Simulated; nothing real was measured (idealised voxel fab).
process module | voxel capacitor over wiring
cross-section cut | 180 nm wide | cells 5 nm
A cross-section is a grid of square cells, given in bands from the top down. A band is one or more rows of cells.
Each band's line starts with the height of the band's top and of its bottom, in nm. Then come its materials from left to right, each with its width in nm. One material with "throughout" fills the band from edge to edge. "air" is empty space.
Height 0 is the level under which the wafer as received is all one material. The lowest band goes on downwards, as in "0 down".
A width such as "30 to 40" changes by the same amount from each row of cells to the next, from the band's top row to its bottom row.
"no change" after a step means that no cell of the cross-section changed.
closed voids: empty space of 8 cells or more with no open way to the top, each as width x height at its distance from the left edge, in nm
after a step's settings: what the simulator itself notes on the step
overlay nm, on a step with a mask: how far to the right of its planned place the mask lay; to the left if negative
plan
1 op RECEIVE | material Si
2 op CONFORMAL_DEP | material SiO2 | thk nm 10
3 op CONFORMAL_DEP | material SiN | thk nm 5
4 op DIRECTIONAL_DEP | material lowk | thk nm 15
5 op DIRECTIONAL_DEP | material aC | thk nm 10
6 op PATTERN | tone open | mask id METAL_1 | material resist | width nm 20 | pitch nm 80 | thk nm 30 | overlay nm 0
7 op DIRECTIONAL_ETCH | etch materials aC | depth nm 10
8 op STRIP | etch materials resist
9 op DIRECTIONAL_ETCH | etch materials lowk | depth nm 15
10 op DIRECTIONAL_ETCH | etch materials SiN | depth nm 5
11 op STRIP | etch materials aC
12 op CONFORMAL_DEP | material TiN | thk nm 5
13 op FILL_DEP | material W | thk nm 10
14 op CMP | height nm 30
15 op EPI | material Ru | thk nm 5
16 op FILL_DEP | material SiCN | thk nm 5
17 op DIRECTIONAL_DEP | material lowk | thk nm 20
18 op MASKED_ETCH | tone open | mask id PLUG_1 | width nm 15 | etch materials lowk | depth nm 20 | overlay nm 0
19 op MASKED_ETCH | tone open | mask id PLUG_1 | width nm 15 | etch materials SiCN | depth nm 5 | overlay nm 0
20 op CONFORMAL_DEP | material TiN | thk nm 5
21 op FILL_DEP | material Cu | thk nm 10
22 op CMP | height nm 60
23 op DIRECTIONAL_DEP | material TiN | thk nm 10
24 op DIRECTIONAL_DEP | material Al2O3 | thk nm 5
25 op DIRECTIONAL_DEP | material TiN | thk nm 10
26 op DIRECTIONAL_DEP | material aC | thk nm 10
27 op PATTERN | tone cover | mask id UPPER_PLATE | material resist | width nm 65 | thk nm 30 | overlay nm 0
28 op DIRECTIONAL_ETCH | etch materials aC | depth nm 10
29 op STRIP | etch materials resist
30 op DIRECTIONAL_ETCH | etch materials TiN | depth nm 10
31 op DIRECTIONAL_ETCH | etch materials Al2O3 | depth nm 5
32 op STRIP | etch materials aC
33 op DIRECTIONAL_DEP | material aC | thk nm 15
34 op PATTERN | tone cover | mask id LOWER_PLATE | material resist | width nm 75 | thk nm 30 | overlay nm 0
35 op DIRECTIONAL_ETCH | etch materials aC | depth nm 15
36 op STRIP | etch materials resist
37 op DIRECTIONAL_ETCH | etch materials TiN | depth nm 10
38 op STRIP | etch materials aC
39 op FILL_DEP | material SiO2 | thk nm 15
40 op CMP | height nm 95
41 op MASKED_ETCH | tone open | mask id PLUG_2 | width nm 15 | etch materials SiO2 | depth nm 10 | overlay nm 0
42 op CONFORMAL_DEP | material TiN | thk nm 5
43 op FILL_DEP | material W | thk nm 10
44 op CMP | height nm 95
45 op CONFORMAL_DEP | material SiCN | thk nm 5
first wafer, as planned
as received, after step 1
  0 down: Si throughout
  closed voids: none
after step 2
  10 to 0: SiO2 throughout
  below 0: unchanged
after step 3
  15 to 10: SiN throughout
  below 10: unchanged
after step 4
  30 to 15: lowk throughout
  below 15: unchanged
after step 5
  40 to 30: aC throughout
  below 30: unchanged
after step 6
  70 to 40: resist 40 | air 20 | resist 60 | air 20 | resist 40
  below 40: unchanged
after step 7
  60 to 40: resist 40 | air 20 | resist 60 | air 20 | resist 40
  40 to 30: aC 40 | air 20 | aC 60 | air 20 | aC 40
  below 30: unchanged
after step 8
  40 to 30: aC 40 | air 20 | aC 60 | air 20 | aC 40
  below 30: unchanged
after step 9
  40 to 30: aC 40 | air 20 | aC 60 | air 20 | aC 40
  30 to 15: lowk 40 | air 20 | lowk 60 | air 20 | lowk 40
  below 15: unchanged
after step 10
  40 to 30: aC 40 | air 20 | aC 60 | air 20 | aC 40
  30 to 15: lowk 40 | air 20 | lowk 60 | air 20 | lowk 40
  15 to 10: SiN 40 | air 20 | SiN 60 | air 20 | SiN 40
  below 10: unchanged
after step 11
  30 to 15: lowk 40 | air 20 | lowk 60 | air 20 | lowk 40
  below 15: unchanged
after step 12
  35 to 30: TiN 45 | air 10 | TiN 70 | air 10 | TiN 45
  30 to 15: lowk 40 | TiN 5 | air 10 | TiN 5 | lowk 60 | TiN 5 | air 10 | TiN 5 | lowk 40
  15 to 10: SiN 40 | TiN 20 | SiN 60 | TiN 20 | SiN 40
  below 10: unchanged
after step 13
  45 to 35: W throughout
  35 to 30: TiN 45 | W 10 | TiN 70 | W 10 | TiN 45
  30 to 15: lowk 40 | TiN 5 | W 10 | TiN 5 | lowk 60 | TiN 5 | W 10 | TiN 5 | lowk 40
  below 15: unchanged
after step 14
  30 to 15: lowk 40 | TiN 5 | W 10 | TiN 5 | lowk 60 | TiN 5 | W 10 | TiN 5 | lowk 40
  below 15: unchanged
after step 15
  35 to 30: air 35 | Ru 30 | air 50 | Ru 30 | air 35
  below 30: unchanged
after step 16
  40 to 35: SiCN throughout
  35 to 30: SiCN 35 | Ru 30 | SiCN 50 | Ru 30 | SiCN 35
  below 30: unchanged
after step 17
  60 to 40: lowk throughout
  below 40: unchanged
after step 18
  60 to 40: lowk 45 | air 15 | lowk 120
  below 40: unchanged
after step 19
  60 to 40: lowk 45 | air 15 | lowk 120
  40 to 35: SiCN 45 | air 15 | SiCN 120
  below 35: unchanged
after step 20
  65 to 60: TiN 50 | air 5 | TiN 125
  60 to 40: lowk 45 | TiN 5 | air 5 | TiN 5 | lowk 120
  40 to 35: SiCN 45 | TiN 15 | SiCN 120
  below 35: unchanged
after step 21
  75 to 65: Cu throughout
  65 to 60: TiN 50 | Cu 5 | TiN 125
  60 to 40: lowk 45 | TiN 5 | Cu 5 | TiN 5 | lowk 120
  below 40: unchanged
after step 22
  60 to 40: lowk 45 | TiN 5 | Cu 5 | TiN 5 | lowk 120
  below 40: unchanged
after step 23
  70 to 60: TiN throughout
  below 60: unchanged
after step 24
  75 to 70: Al2O3 throughout
  below 70: unchanged
after step 25
  85 to 75: TiN throughout
  below 75: unchanged
after step 26
  95 to 85: aC throughout
  below 85: unchanged
after step 27
  125 to 95: air 45 | resist 65 | air 70
  below 95: unchanged
after step 28
  115 to 95: air 45 | resist 65 | air 70
  95 to 85: air 45 | aC 65 | air 70
  below 85: unchanged
after step 29
  95 to 85: air 45 | aC 65 | air 70
  below 85: unchanged
after step 30
  95 to 85: air 45 | aC 65 | air 70
  85 to 75: air 45 | TiN 65 | air 70
  below 75: unchanged
after step 31
  95 to 85: air 45 | aC 65 | air 70
  85 to 75: air 45 | TiN 65 | air 70
  75 to 70: air 45 | Al2O3 65 | air 70
  below 70: unchanged
after step 32
  85 to 75: air 45 | TiN 65 | air 70
  below 75: unchanged
after step 33
  100 to 85: air 45 | aC 65 | air 70
  85 to 75: aC 45 | TiN 65 | aC 70
  75 to 70: aC 45 | Al2O3 65 | aC 70
  below 70: unchanged
after step 34
  130 to 100: air 40 | resist 75 | air 65
  100 to 85: air 40 | resist 5 | aC 65 | resist 5 | air 65
  below 85: unchanged
after step 35
  115 to 100: air 40 | resist 75 | air 65
  100 to 85: air 40 | resist 5 | aC 65 | resist 5 | air 65
  85 to 75: air 40 | aC 5 | TiN 65 | aC 5 | air 65
  75 to 70: air 40 | aC 5 | Al2O3 65 | aC 5 | air 65
  below 70: unchanged
after step 36
  100 to 85: air 45 | aC 65 | air 70
  below 85: unchanged
after step 37
  100 to 85: air 45 | aC 65 | air 70
  85 to 75: air 40 | aC 5 | TiN 65 | aC 5 | air 65
  75 to 70: air 40 | aC 5 | Al2O3 65 | aC 5 | air 65
  70 to 60: air 40 | TiN 75 | air 65
  below 60: unchanged
after step 38
  85 to 75: air 45 | TiN 65 | air 70
  75 to 70: air 45 | Al2O3 65 | air 70
  below 70: unchanged
after step 39
  100 to 85: SiO2 throughout
  85 to 75: SiO2 45 | TiN 65 | SiO2 70
  75 to 70: SiO2 45 | Al2O3 65 | SiO2 70
  70 to 60: SiO2 40 | TiN 75 | SiO2 65
  below 60: unchanged
after step 40
  95 to 85: SiO2 throughout
  below 85: unchanged
after step 41
  95 to 85: SiO2 55 | air 15 | SiO2 110
  below 85: unchanged
after step 42
  100 to 95: TiN 60 | air 5 | TiN 115
  95 to 90: SiO2 55 | TiN 5 | air 5 | TiN 5 | SiO2 110
  90 to 85: SiO2 55 | TiN 15 | SiO2 110
  below 85: unchanged
after step 43
  110 to 100: W throughout
  100 to 95: TiN 60 | W 5 | TiN 115
  95 to 90: SiO2 55 | TiN 5 | W 5 | TiN 5 | SiO2 110
  below 90: unchanged
after step 44
  95 to 90: SiO2 55 | TiN 5 | W 5 | TiN 5 | SiO2 110
  below 90: unchanged
after step 45
  100 to 95: SiCN throughout
  below 95: unchanged
second wafer: like start, like plan, one mistake. Through step 23 it matches the first wafer
when step 24 should have ended
  85 to 70: Al2O3 throughout
  below 70: unchanged
when step 25 should have ended
  95 to 85: TiN throughout
  below 85: unchanged
when step 26 should have ended
  105 to 95: aC throughout
  below 95: unchanged
when step 27 should have ended
  135 to 105: air 45 | resist 65 | air 70
  below 105: unchanged
when step 28 should have ended
  125 to 105: air 45 | resist 65 | air 70
  105 to 95: air 45 | aC 65 | air 70
  below 95: unchanged
when step 29 should have ended
  105 to 95: air 45 | aC 65 | air 70
  below 95: unchanged
when step 30 should have ended
  105 to 95: air 45 | aC 65 | air 70
  95 to 85: air 45 | TiN 65 | air 70
  below 85: unchanged
when step 31 should have ended
  105 to 95: air 45 | aC 65 | air 70
  95 to 85: air 45 | TiN 65 | air 70
  85 to 80: air 45 | Al2O3 65 | air 70
  below 80: unchanged
when step 32 should have ended
  95 to 85: air 45 | TiN 65 | air 70
  below 85: unchanged
when step 33 should have ended
  110 to 95: air 45 | aC 65 | air 70
  95 to 85: aC 45 | TiN 65 | aC 70
  85 to 80: aC 45 | Al2O3 65 | aC 70
  below 80: unchanged
when step 34 should have ended
  140 to 110: air 40 | resist 75 | air 65
  110 to 95: air 40 | resist 5 | aC 65 | resist 5 | air 65
  below 95: unchanged
when step 35 should have ended
  125 to 110: air 40 | resist 75 | air 65
  110 to 95: air 40 | resist 5 | aC 65 | resist 5 | air 65
  95 to 85: air 40 | aC 5 | TiN 65 | aC 5 | air 65
  85 to 80: air 40 | aC 5 | Al2O3 65 | aC 5 | air 65
  below 80: unchanged
when step 36 should have ended
  110 to 95: air 45 | aC 65 | air 70
  below 95: unchanged
when step 37 should have ended: no change
when step 38 should have ended
  95 to 85: air 45 | TiN 65 | air 70
  85 to 80: air 45 | Al2O3 65 | air 70
  below 80: unchanged
when step 39 should have ended
  110 to 95: SiO2 throughout
  95 to 85: SiO2 45 | TiN 65 | SiO2 70
  85 to 80: SiO2 45 | Al2O3 65 | SiO2 70
  below 80: unchanged
when step 40 should have ended
  95 to 85: SiO2 45 | TiN 65 | SiO2 70
  below 85: unchanged
when step 41 should have ended: no change
when step 42 should have ended
  100 to 95: TiN throughout
  below 95: unchanged
when step 43 should have ended
  110 to 100: W throughout
  below 100: unchanged
when step 44 should have ended
  95 to 85: SiO2 45 | TiN 65 | SiO2 70
  below 85: unchanged
when step 45 should have ended
  100 to 95: SiCN throughout
  below 95: unchanged
what went wrong: step 24 ran as: op DIRECTIONAL_DEP | material Al2O3 | thk nm 15
at the end the second wafer has, in cells: 72 more of Al2O3 | 108 fewer of SiO2 | 37 more of TiN | 1 fewer of W
